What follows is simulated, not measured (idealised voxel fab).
Process module in this document: voxel gate over fins
Each square cell in cross-section cut measures 5 nm, and the section as a whole is 300 nm wide.
Cross-section layout: square cells on a grid; listed as bands, top to bottom; a band spans one or more cell rows. The band entry comprises the height of the band's top followed by the height of its bottom, expressed in nm, and subsequently the band's materials from left to right, each stated together with its width in nm. Where a single material is marked with the word "edge to edge", that material fills the band from edge to edge. The word "empty" represents empty space. Height reference: 0 = level under which incoming wafer is all one material. Lowest band: no bottom, runs on downward, e.g. "from 0 down". A two-number width, for instance "30 to 40", indicates that the width is equal to the first number in the top row of the band and to the second number in the bottom row, and that it changes by a constant amount per row of cells. "nothing different" -> step changed no cross-section cell. In the "Sealed voids" entry, you get each enclosed empty space of 8 cells or more, one with no open way to the top, written width x height at distance, distance from the left edge, in nm. after a step's settings: what the simulator itself notes on the step. When a step includes a mask, the "overlay nm" setting on its line states how far to the right of its planned place that mask lay, and negative values state how far to the left.

[The process steps that were planned are listed below]
1,RECEIVE | material Si
2,CONFORMAL_DEP | material SiN | thk nm 10
3,DIRECTIONAL_DEP | material aC | thk nm 15
4,PATTERN | tone cover | mask id FINS | material resist | width nm 15 | pitch nm 40 | thk nm 35 | overlay nm 0
5,DIRECTIONAL_ETCH | etch materials aC | depth nm 15
6,STRIP | etch materials resist
7,DIRECTIONAL_ETCH | etch materials SiN | depth nm 10
8,DIRECTIONAL_ETCH | etch materials Si | depth nm 30
9,STRIP | etch materials aC
10,OXIDIZE | depth nm 5
11,FILL_DEP | material SiO2 | thk nm 5
12,CMP | height nm 10
13,SELECTIVE_ETCH | etch materials SiO2 | depth nm 25
14,STRIP | etch materials SiN
15,CONFORMAL_DEP | material HfO2 | thk nm 5
16,CONFORMAL_DEP | material TiN | thk nm 5
17,FILL_DEP | material W | thk nm 15
18,CMP | height nm 20
19,CONFORMAL_DEP | material SiCN | thk nm 10

[So, the first of our two wafers, run just as we planned it]

[Cross-section of the incoming wafer, state after step 1]
    from 0 down | Si edge to edge
    Sealed voids: none

[Take a look at the wafer's cross-section after step 2]
    from 10 to 0 | SiN edge to edge
    No changes below 0.

[Take a look at the wafer's cross-section after step 3]
    from 25 to 10 | aC edge to edge
    No changes below 10.

[Take a look at the wafer's cross-section after step 4]
    from 60 to 25 | empty (100), then resist (15), then empty (25), then resist (15), then empty (25), then resist (15), then empty (105)
    No changes below 25.

[Take a look at the wafer's cross-section after step 5]
    from 45 to 25 | empty (100), then resist (15), then empty (25), then resist (15), then empty (25), then resist (15), then empty (105)
    from 25 to 10 | empty (100), then aC (15), then empty (25), then aC (15), then empty (25), then aC (15), then empty (105)
    No changes below 10.

[Take a look at the wafer's cross-section after step 6]
    from 25 to 10 | empty (100), then aC (15), then empty (25), then aC (15), then empty (25), then aC (15), then empty (105)
    No changes below 10.

[Take a look at the wafer's cross-section after step 7]
    from 25 to 10 | empty (100), then aC (15), then empty (25), then aC (15), then empty (25), then aC (15), then empty (105)
    from 10 to 0 | empty (100), then SiN (15), then empty (25), then SiN (15), then empty (25), then SiN (15), then empty (105)
    No changes below 0.

[Take a look at the wafer's cross-section after step 8]
    from 25 to 10 | empty (100), then aC (15), then empty (25), then aC (15), then empty (25), then aC (15), then empty (105)
    from 10 to 0 | empty (100), then SiN (15), then empty (25), then SiN (15), then empty (25), then SiN (15), then empty (105)
    from 0 to -30 | empty (100), then Si (15), then empty (25), then Si (15), then empty (25), then Si (15), then empty (105)
    No changes below -30.

[Take a look at the wafer's cross-section after step 9]
    from 10 to 0 | empty (100), then SiN (15), then empty (25), then SiN (15), then empty (25), then SiN (15), then empty (105)
    No changes below 0.

[Take a look at the wafer's cross-section after step 10]
    from 10 to 0 | empty (100), then SiN (15), then empty (25), then SiN (15), then empty (25), then SiN (15), then empty (105)
    from 0 to -30 | empty (100), then SiO2 (5), then Si (5), then SiO2 (5), then empty (25), then SiO2 (5), then Si (5), then SiO2 (5), then empty (25), then SiO2 (5), then Si (5), then SiO2 (5), then empty (105)
    from -30 to -35 | SiO2 (105), then Si (5), then SiO2 (35), then Si (5), then SiO2 (35), then Si (5), then SiO2 (110)
    No changes below -35.

[Take a look at the wafer's cross-section after step 11]
    from 15 to 10 | SiO2 edge to edge
    from 10 to 0 | SiO2 (100), then SiN (15), then SiO2 (25), then SiN (15), then SiO2 (25), then SiN (15), then SiO2 (105)
    from 0 to -35 | SiO2 (105), then Si (5), then SiO2 (35), then Si (5), then SiO2 (35), then Si (5), then SiO2 (110)
    No changes below -35.

[Take a look at the wafer's cross-section after step 12]
    from 10 to 0 | SiO2 (100), then SiN (15), then SiO2 (25), then SiN (15), then SiO2 (25), then SiN (15), then SiO2 (105)
    No changes below 0.

[Take a look at the wafer's cross-section after step 13]
    from 10 to 0 | empty (100), then SiN (15), then empty (25), then SiN (15), then empty (25), then SiN (15), then empty (105)
    from 0 to -15 | empty (105), then Si (5), then empty (35), then Si (5), then empty (35), then Si (5), then empty (110)
    No changes below -15.

[Take a look at the wafer's cross-section after step 14]
    from 0 to -15 | empty (105), then Si (5), then empty (35), then Si (5), then empty (35), then Si (5), then empty (110)
    No changes below -15.

[Take a look at the wafer's cross-section after step 15]
    from 5 to 0 | empty (100), then HfO2 (15), then empty (25), then HfO2 (15), then empty (25), then HfO2 (15), then empty (105)
    from 0 to -10 | empty (100), then HfO2 (5), then Si (5), then HfO2 (5), then empty (25), then HfO2 (5), then Si (5), then HfO2 (5), then empty (25), then HfO2 (5), then Si (5), then HfO2 (5), then empty (105)
    from -10 to -15 | HfO2 (105), then Si (5), then HfO2 (35), then Si (5), then HfO2 (35), then Si (5), then HfO2 (110)
    No changes below -15.

[Take a look at the wafer's cross-section after step 16]
    from 10 to 5 | empty (95), then TiN (25), then empty (15), then TiN (25), then empty (15), then TiN (25), then empty (100)
    from 5 to 0 | empty (95), then TiN (5), then HfO2 (15), then TiN (5), then empty (15), then TiN (5), then HfO2 (15), then TiN (5), then empty (15), then TiN (5), then HfO2 (15), then TiN (5), then empty (100)
    from 0 to -5 | empty (95), then TiN (5), then HfO2 (5), then Si (5), then HfO2 (5), then TiN (5), then empty (15), then TiN (5), then HfO2 (5), then Si (5), then HfO2 (5), then TiN (5), then empty (15), then TiN (5), then HfO2 (5), then Si (5), then HfO2 (5), then TiN (5), then empty (100)
    from -5 to -10 | TiN (100), then HfO2 (5), then Si (5), then HfO2 (5), then TiN (25), then HfO2 (5), then Si (5), then HfO2 (5), then TiN (25), then HfO2 (5), then Si (5), then HfO2 (5), then TiN (105)
    No changes below -10.

[Take a look at the wafer's cross-section after step 17]
    from 25 to 10 | W edge to edge
    from 10 to 5 | W (95), then TiN (25), then W (15), then TiN (25), then W (15), then TiN (25), then W (100)
    from 5 to 0 | W (95), then TiN (5), then HfO2 (15), then TiN (5), then W (15), then TiN (5), then HfO2 (15), then TiN (5), then W (15), then TiN (5), then HfO2 (15), then TiN (5), then W (100)
    from 0 to -5 | W (95), then TiN (5), then HfO2 (5), then Si (5), then HfO2 (5), then TiN (5), then W (15), then TiN (5), then HfO2 (5), then Si (5), then HfO2 (5), then TiN (5), then W (15), then TiN (5), then HfO2 (5), then Si (5), then HfO2 (5), then TiN (5), then W (100)
    No changes below -5.

[Take a look at the wafer's cross-section after step 18]
    from 20 to 10 | W edge to edge
    No changes below 10.

[Take a look at the wafer's cross-section after step 19]
    from 30 to 20 | SiCN edge to edge
    No changes below 20.

[What follows concerns the second wafer, which started out like the first and was meant to follow the very same plan; one mistake crept in when it was run, but everything up to and including step 18 is the same as for the first wafer]

[At the planned end of step 19, the second wafer in cross-section]
    from 35 to 20 | SiCN edge to edge
    No changes below 20.
Processing error: step 19 was not run as planned; what actually ran was CONFORMAL_DEP | material SiCN | thk nm 15
At the finish, the second wafer shows more or fewer cells for some materials than the first does: SiCN: 60 more
